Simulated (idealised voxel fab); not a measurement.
Name of the process module below: voxel transistor to metal
FYI the section here is cut, 185 nm wide, cells are 5 nm squares.
How to read a cross-section here: the picture is a grid of square cells, written as bands going from the top down, and any band can span one or more rows of cells. A band entry consists of two parts. The first gives the height of the band's top and the height of its bottom, in nm. The rest lists the band's materials from left to right, each with its width in nm. A single material labelled with the word "everywhere" fills the band from edge to edge, and the word "air" marks empty space. Beneath 0, the wafer as received is one material, and that level is where height counting begins. The lowest band goes on downward without a bottom; it is written like "0 -> down". Width: "30 to 40" (first number = top row, second number = bottom row, same change from row to row of cells). Basically "no modifications" means that step didn't change any cell in the cross-section. If an empty space has no open way to the top and is at least 8 cells in size, "Closed cavity list" lists it, written width x height at distance, where distance is measured from the left edge and every value is in nm. If you see something after the settings on a step's line, that's the simulator's own remark about that step. A step line may carry the setting "overlay nm", which, for steps involving a mask, states the distance by which the mask lay to the right of its intended position; negative values denote displacement to the left.

## The following list gives the planned process steps
- 1: RECEIVE [material Si]
- 2: CONFORMAL_DEP [material SiO2] [thk nm 5]
- 3: CONFORMAL_DEP [material SiN] [thk nm 10]
- 4: DIRECTIONAL_DEP [material aC] [thk nm 10]
- 5: PATTERN [tone cover] [mask id ACTIVE] [material resist] [width nm 125] [thk nm 30] [overlay nm 0]
- 6: DIRECTIONAL_ETCH [etch materials aC] [depth nm 10]
- 7: STRIP [etch materials resist]
- 8: DIRECTIONAL_ETCH [etch materials SiN] [depth nm 10]
- 9: DIRECTIONAL_ETCH [etch materials SiO2] [depth nm 5]
- 10: DIRECTIONAL_ETCH [etch materials Si] [depth nm 20]
- 11: STRIP [etch materials aC]
- 12: FILL_DEP [material SiO2] [thk nm 10]
- 13: CMP [height nm 15]
- 14: SELECTIVE_ETCH [etch materials SiO2] [depth nm 5]
- 15: STRIP [etch materials SiN]
- 16: SELECTIVE_ETCH [etch materials SiO2] [depth nm 5]
- 17: OXIDIZE [depth nm 5]
- 18: DIRECTIONAL_DEP [material polySi] [thk nm 30]
- 19: DIRECTIONAL_DEP [material SiCN] [thk nm 10]
- 20: MASKED_ETCH [tone cover] [mask id GATE] [width nm 35] [etch materials SiCN] [depth nm 20] [overlay nm 0]
- 21: MASKED_ETCH [tone cover] [mask id GATE] [width nm 35] [etch materials polySi] [depth nm 40] [overlay nm 0]
- 22: CONFORMAL_DEP [material SiN] [thk nm 10]
- 23: DIRECTIONAL_ETCH [etch materials SiN] [depth nm 10]
- 24: DIRECTIONAL_ETCH [etch materials SiO2] [depth nm 5]
- 25: DIRECTIONAL_ETCH [etch materials Si] [depth nm 5]
- 26: EPI [material SiGe] [thk nm 5]
- 27: FILL_DEP [material SiO2] [thk nm 5]
- 28: CMP [height nm 30]
- 29: STRIP [etch materials polySi]
- 30: SELECTIVE_ETCH [etch materials SiO2] [depth nm 5]
- 31: CONFORMAL_DEP [material HfO2] [thk nm 5]
- 32: CONFORMAL_DEP [material TiN] [thk nm 5]
- 33: FILL_DEP [material W] [thk nm 5]
- 34: CMP [height nm 25]
- 35: DIRECTIONAL_DEP [material SiO2] [thk nm 15]
- 36: MASKED_ETCH [tone open] [mask id CONTACT] [width nm 20] [pitch nm 95] [etch materials SiO2] [depth nm 45] [overlay nm -15]
- 37: CONFORMAL_DEP [material TiN] [thk nm 5]
- 38: FILL_DEP [material Ru] [thk nm 5]
- 39: CMP [height nm 40]
- 40: CONFORMAL_DEP [material SiN] [thk nm 5]
- 41: DIRECTIONAL_DEP [material SiO2] [thk nm 15]
- 42: PATTERN [tone open] [mask id METAL_1] [material resist] [width nm 20] [pitch nm 95] [thk nm 15] [overlay nm 0]
- 43: DIRECTIONAL_ETCH [etch materials SiO2] [depth nm 15]
- 44: DIRECTIONAL_ETCH [etch materials SiN] [depth nm 5]
- 45: STRIP [etch materials resist]
- 46: CONFORMAL_DEP [material TiN] [thk nm 5]
- 47: FILL_DEP [material Cu] [thk nm 10]
- 48: CMP [height nm 60]
- 49: CONFORMAL_DEP [material SiN] [thk nm 5]
Wafer-to-wafer difference: overlay nm, step 36. Common start. Plan = first wafer's value.

## Incoming state of the first of several wafers in cross-section: after step 1
- 0 -> down: Si everywhere
- Closed cavity list: none

## First wafer of several, cross-section, module end, after step 49 (last)
- 65 -> 60: SiN everywhere
- 60 -> 45: 35 of SiO2, 5 of TiN, 10 of Cu, 5 of TiN, 75 of SiO2, 5 of TiN, 10 of Cu, 5 of TiN, 35 of SiO2
- 45 -> 40: 35 of SiN, 20 of TiN, 75 of SiN, 20 of TiN, 35 of SiN
- 40 -> 30: 20 of SiO2, 5 of TiN, 10 of Ru, 5 of TiN, 75 of SiO2, 5 of TiN, 10 of Ru, 5 of TiN, 50 of SiO2
- 30 -> 25: 20 of SiO2, 5 of TiN, 10 of Ru, 5 of TiN, 75 of SiO2, 10 of TiN, 5 of Ru, 5 of TiN, 50 of SiO2
- 25 -> 10: 20 of SiO2, 5 of TiN, 10 of Ru, 5 of TiN, 25 of SiO2, 10 of SiN, 5 of HfO2, 5 of TiN, 15 of W, 5 of TiN, 5 of HfO2, 10 of SiN, 5 of TiN, 5 of Ru, 5 of TiN, 50 of SiO2
- 10 -> 5: 20 of SiO2, 20 of TiN, 25 of SiO2, 10 of SiN, 5 of HfO2, 5 of TiN, 15 of W, 5 of TiN, 5 of HfO2, 10 of SiN, 5 of TiN, 5 of Ru, 5 of TiN, 50 of SiO2
- 5 -> 0: 20 of SiO2, 5 of TiN, 10 of SiN, 5 of TiN, 25 of SiO2, 10 of SiN, 5 of HfO2, 25 of TiN, 5 of HfO2, 10 of SiN, 15 of TiN, 15 of SiO2, 10 of SiN, 25 of SiO2
- 0 -> -5: 20 of SiO2, 5 of TiN, 10 of SiO2, 5 of SiGe, 20 of SiO2, 5 of SiGe, 5 of SiO2, 45 of HfO2, 5 of SiO2, 5 of SiGe, 10 of TiN, 10 of SiO2, 5 of SiGe, 35 of SiO2
- -5 -> -10: 30 of SiO2, 5 of Si, 30 of SiGe, 55 of Si, 30 of SiGe, 5 of Si, 30 of SiO2
- -10 -> -20: 30 of SiO2, 125 of Si, 30 of SiO2
- -20 -> down: Si everywhere
- Closed cavity list: none

## The module's end: a cross-section of the last wafer
- 65 -> 60: SiN everywhere
- 60 -> 45: 35 of SiO2, 5 of TiN, 10 of Cu, 5 of TiN, 75 of SiO2, 5 of TiN, 10 of Cu, 5 of TiN, 35 of SiO2
- 45 -> 40: 35 of SiN, 20 of TiN, 75 of SiN, 20 of TiN, 35 of SiN
- 40 -> 30: 50 of SiO2, 5 of TiN, 10 of Ru, 5 of TiN, 75 of SiO2, 5 of TiN, 10 of Ru, 5 of TiN, 20 of SiO2
- 30 -> 25: 50 of SiO2, 5 of TiN, 5 of Ru, 10 of TiN, 75 of SiO2, 5 of TiN, 10 of Ru, 5 of TiN, 20 of SiO2
- 25 -> 10: 50 of SiO2, 5 of TiN, 5 of Ru, 5 of TiN, 10 of SiN, 5 of HfO2, 5 of TiN, 15 of W, 5 of TiN, 5 of HfO2, 10 of SiN, 25 of SiO2, 5 of TiN, 10 of Ru, 5 of TiN, 20 of SiO2
- 10 -> 5: 50 of SiO2, 5 of TiN, 5 of Ru, 5 of TiN, 10 of SiN, 5 of HfO2, 5 of TiN, 15 of W, 5 of TiN, 5 of HfO2, 10 of SiN, 25 of SiO2, 20 of TiN, 20 of SiO2
- 5 -> 0: 25 of SiO2, 10 of SiN, 15 of SiO2, 15 of TiN, 10 of SiN, 5 of HfO2, 25 of TiN, 5 of HfO2, 10 of SiN, 25 of SiO2, 5 of TiN, 10 of SiN, 5 of TiN, 20 of SiO2
- 0 -> -5: 35 of SiO2, 5 of SiGe, 10 of SiO2, 10 of TiN, 5 of SiGe, 5 of SiO2, 45 of HfO2, 5 of SiO2, 5 of SiGe, 20 of SiO2, 5 of SiGe, 10 of SiO2, 5 of TiN, 20 of SiO2
- -5 -> -10: 30 of SiO2, 5 of Si, 30 of SiGe, 55 of Si, 30 of SiGe, 5 of Si, 30 of SiO2
- -10 -> -20: 30 of SiO2, 125 of Si, 30 of SiO2
- -20 -> down: Si everywhere
- Closed cavity list: none

## Per wafer (row), end of module: delta in cells per material since receipt, (+) for gained, (-) for lost; closed voids after that
overlay nm -15 | +12 Cu | +19 HfO2 | +21 Ru | -85 Si | +16 SiGe | +90 SiN | +324 SiO2 | +72 TiN | +12 W | Closed cavity list: none
overlay nm -10 | +12 Cu | +19 HfO2 | +27 Ru | -85 Si | +16 SiGe | +90 SiN | +318 SiO2 | +72 TiN | +12 W | Closed cavity list: none
overlay nm -5 | +12 Cu | +19 HfO2 | +29 Ru | -85 Si | +16 SiGe | +90 SiN | +315 SiO2 | +73 TiN | +12 W | Closed cavity list: none
overlay nm 0 | +12 Cu | +19 HfO2 | +30 Ru | -85 Si | +16 SiGe | +90 SiN | +314 SiO2 | +73 TiN | +12 W | Closed cavity list: none
overlay nm 5 | +12 Cu | +19 HfO2 | +29 Ru | -85 Si | +16 SiGe | +90 SiN | +315 SiO2 | +73 TiN | +12 W | Closed cavity list: none
overlay nm 10 | +12 Cu | +19 HfO2 | +27 Ru | -85 Si | +16 SiGe | +90 SiN | +318 SiO2 | +72 TiN | +12 W | Closed cavity list: none
overlay nm 15 | +12 Cu | +19 HfO2 | +21 Ru | -85 Si | +16 SiGe | +90 SiN | +324 SiO2 | +72 TiN | +12 W | Closed cavity list: none
